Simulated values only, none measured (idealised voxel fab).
Name of the process module below: voxel wiring stack
It is cross-section cut that appears here, measuring 270 nm in width, its square cells being 5 nm in size.
A cross-section is a grid of square cells, given in bands from the top down. A band is one or more rows of cells. The band entry comprises the height of the band's top followed by the height of its bottom, expressed in nm, and subsequently the band's materials from left to right, each stated together with its width in nm. Where a single material is marked with the word "edge to edge", that material fills the band from edge to edge. The word "air" represents empty space. Heights are measured from 0, the level below which the as-received wafer is all one material; the lowest band has no bottom and continues downward, written as in "0 nm and below". Graded width ("30 to 40"): value in top row of band = first number; value in bottom row = second number; row-to-row change constant. "nothing altered" means the step left every cell of the cross-section as it was. "Sealed internal cavities" contains a list of empty spaces, each no smaller than 8 cells and without an open way to the top, written in the form width x height at distance with the distance from the left edge and all three in nm. Heads up: the bit after the settings on a step's line is the simulator's remark on that step. A step's line can hold "overlay nm"; with a mask on that step, the setting says how far right of the planned place the mask lay, while a negative setting says it lay to the left.

Steps in the process plan:
step 1: RECEIVE: material Si
step 2: CONFORMAL_DEP: material SiO2, thk nm 15
step 3: DIRECTIONAL_DEP: material TiN, thk nm 5
step 4: DIRECTIONAL_DEP: material W, thk nm 15
step 5: MASKED_ETCH: tone cover, mask id METAL_1, width nm 25, pitch nm 50, etch materials W, depth nm 15, overlay nm 0
step 6: MASKED_ETCH: tone cover, mask id METAL_1, width nm 25, pitch nm 50, etch materials TiN, depth nm 5, overlay nm 0
step 7: FILL_DEP: material SiO2, thk nm 10
step 8: CMP: height nm 35
step 9: CONFORMAL_DEP: material SiCN, thk nm 5
step 10: DIRECTIONAL_DEP: material SiO2, thk nm 35
step 11: DIRECTIONAL_DEP: material aC, thk nm 15
step 12: PATTERN: tone open, mask id METAL_2_HOLES, material resist, width nm 15, thk nm 30, overlay nm 0
step 13: DIRECTIONAL_ETCH: etch materials aC, depth nm 15
step 14: STRIP: etch materials resist
step 15: DIRECTIONAL_ETCH: etch materials SiO2, depth nm 35
step 16: STRIP: etch materials aC
step 17: MASKED_ETCH: tone open, mask id METAL_2, width nm 25, pitch nm 50, etch materials SiO2, depth nm 20, overlay nm -15
step 18: MASKED_ETCH: tone open, mask id METAL_2, width nm 25, pitch nm 50, etch materials SiCN, depth nm 5, overlay nm 0
step 19: CONFORMAL_DEP: material TiN, thk nm 5
step 20: FILL_DEP: material Cu, thk nm 5
step 21: CMP: height nm 75
step 22: CONFORMAL_DEP: material SiCN, thk nm 5
step 23: DIRECTIONAL_DEP: material SiO2, thk nm 35
step 24: MASKED_ETCH: tone open, mask id METAL_3_HOLES, width nm 15, etch materials SiO2, depth nm 35, overlay nm 0
step 25: PATTERN: tone open, mask id METAL_3, material resist, width nm 25, pitch nm 50, thk nm 15, overlay nm 0
step 26: DIRECTIONAL_ETCH: etch materials SiO2, depth nm 20
step 27: DIRECTIONAL_ETCH: etch materials SiCN, depth nm 5
step 28: STRIP: etch materials resist
step 29: CONFORMAL_DEP: material TiN, thk nm 5
step 30: FILL_DEP: material Ru, thk nm 10
step 31: CMP: height nm 115
step 32: CONFORMAL_DEP: material SiCN, thk nm 5
Where the wafers of this document differ is in the overlay nm of step 17; they start out the same, and the plan states the value that applied to the first wafer.

Sectional view: first of several wafers, as received, after step 1:
- 0 nm and below = Si edge to edge
- Sealed internal cavities: none

The cross-section of the first of several wafers is given below for the end of the module, after its final step, step 32:
- 120 nm to 115 nm = SiCN edge to edge
- 115 nm to 100 nm = SiO2 95 nm / TiN 5 nm / Ru 15 nm / TiN 5 nm / SiO2 25 nm / TiN 5 nm / Ru 15 nm / TiN 5 nm / SiO2 100 nm
- 100 nm to 95 nm = SiO2 95 nm / TiN 5 nm / Ru 5 nm / TiN 15 nm / SiO2 25 nm / TiN 25 nm / SiO2 100 nm
- 95 nm to 80 nm = SiO2 95 nm / TiN 5 nm / Ru 5 nm / TiN 5 nm / SiO2 160 nm
- 80 nm to 75 nm = SiCN 95 nm / TiN 15 nm / SiCN 160 nm
- 75 nm to 60 nm = SiO2 80 nm / TiN 5 nm / Cu 20 nm / TiN 5 nm / SiO2 20 nm / TiN 5 nm / Cu 15 nm / TiN 5 nm / SiO2 115 nm
- 60 nm to 55 nm = SiO2 80 nm / TiN 20 nm / Cu 5 nm / TiN 5 nm / SiO2 20 nm / TiN 25 nm / SiO2 115 nm
- 55 nm to 40 nm = SiO2 95 nm / TiN 5 nm / Cu 5 nm / TiN 5 nm / SiO2 160 nm
- 40 nm to 35 nm = SiCN 95 nm / TiN 15 nm / SiCN 160 nm
- 35 nm to 20 nm = SiO2 95 nm / W 25 nm / SiO2 25 nm / W 25 nm / SiO2 100 nm
- 20 nm to 15 nm = SiO2 95 nm / TiN 25 nm / SiO2 25 nm / TiN 25 nm / SiO2 100 nm
- 15 nm to 0 nm = SiO2 edge to edge
- 0 nm and below = Si edge to edge
- Sealed internal cavities: none

Cross-sectional view of the final wafer of several at the module's end:
- 120 nm to 115 nm = SiCN edge to edge
- 115 nm to 100 nm = SiO2 95 nm / TiN 5 nm / Ru 15 nm / TiN 5 nm / SiO2 25 nm / TiN 5 nm / Ru 15 nm / TiN 5 nm / SiO2 100 nm
- 100 nm to 95 nm = SiO2 95 nm / TiN 5 nm / Ru 5 nm / TiN 15 nm / SiO2 25 nm / TiN 25 nm / SiO2 100 nm
- 95 nm to 80 nm = SiO2 95 nm / TiN 5 nm / Ru 5 nm / TiN 5 nm / SiO2 160 nm
- 80 nm to 75 nm = SiCN 95 nm / TiN 15 nm / SiCN 160 nm
- 75 nm to 60 nm = SiO2 95 nm / TiN 5 nm / Cu 30 nm / TiN 5 nm / SiO2 25 nm / TiN 5 nm / Cu 15 nm / TiN 5 nm / SiO2 85 nm
- 60 nm to 55 nm = SiO2 95 nm / TiN 5 nm / Cu 5 nm / TiN 30 nm / SiO2 25 nm / TiN 25 nm / SiO2 85 nm
- 55 nm to 40 nm = SiO2 95 nm / TiN 5 nm / Cu 5 nm / TiN 5 nm / SiO2 160 nm
- 40 nm to 35 nm = SiCN 95 nm / TiN 15 nm / SiCN 160 nm
- 35 nm to 20 nm = SiO2 95 nm / W 25 nm / SiO2 25 nm / W 25 nm / SiO2 100 nm
- 20 nm to 15 nm = SiO2 95 nm / TiN 25 nm / SiO2 25 nm / TiN 25 nm / SiO2 100 nm
- 15 nm to 0 nm = SiO2 edge to edge
- 0 nm and below = Si edge to edge
- Sealed internal cavities: none

Wafer rows, end of module: cells per material gained (+) or lost (-) since receipt; closed voids last:
overlay nm -15 | +25 Cu | +22 Ru | +156 SiCN | +992 SiO2 | +71 TiN | +30 W | Sealed internal cavities: none
overlay nm -10 | +22 Cu | +22 Ru | +156 SiCN | +996 SiO2 | +70 TiN | +30 W | Sealed internal cavities: none
overlay nm -5 | +22 Cu | +22 Ru | +156 SiCN | +996 SiO2 | +70 TiN | +30 W | Sealed internal cavities: none
overlay nm 0 | +22 Cu | +22 Ru | +156 SiCN | +996 SiO2 | +70 TiN | +30 W | Sealed internal cavities: none
overlay nm 5 | +25 Cu | +22 Ru | +156 SiCN | +992 SiO2 | +71 TiN | +30 W | Sealed internal cavities: none
overlay nm 10 | +28 Cu | +22 Ru | +156 SiCN | +988 SiO2 | +72 TiN | +30 W | Sealed internal cavities: none
overlay nm 15 | +31 Cu | +22 Ru | +156 SiCN | +984 SiO2 | +73 TiN | +30 W | Sealed internal cavities: none
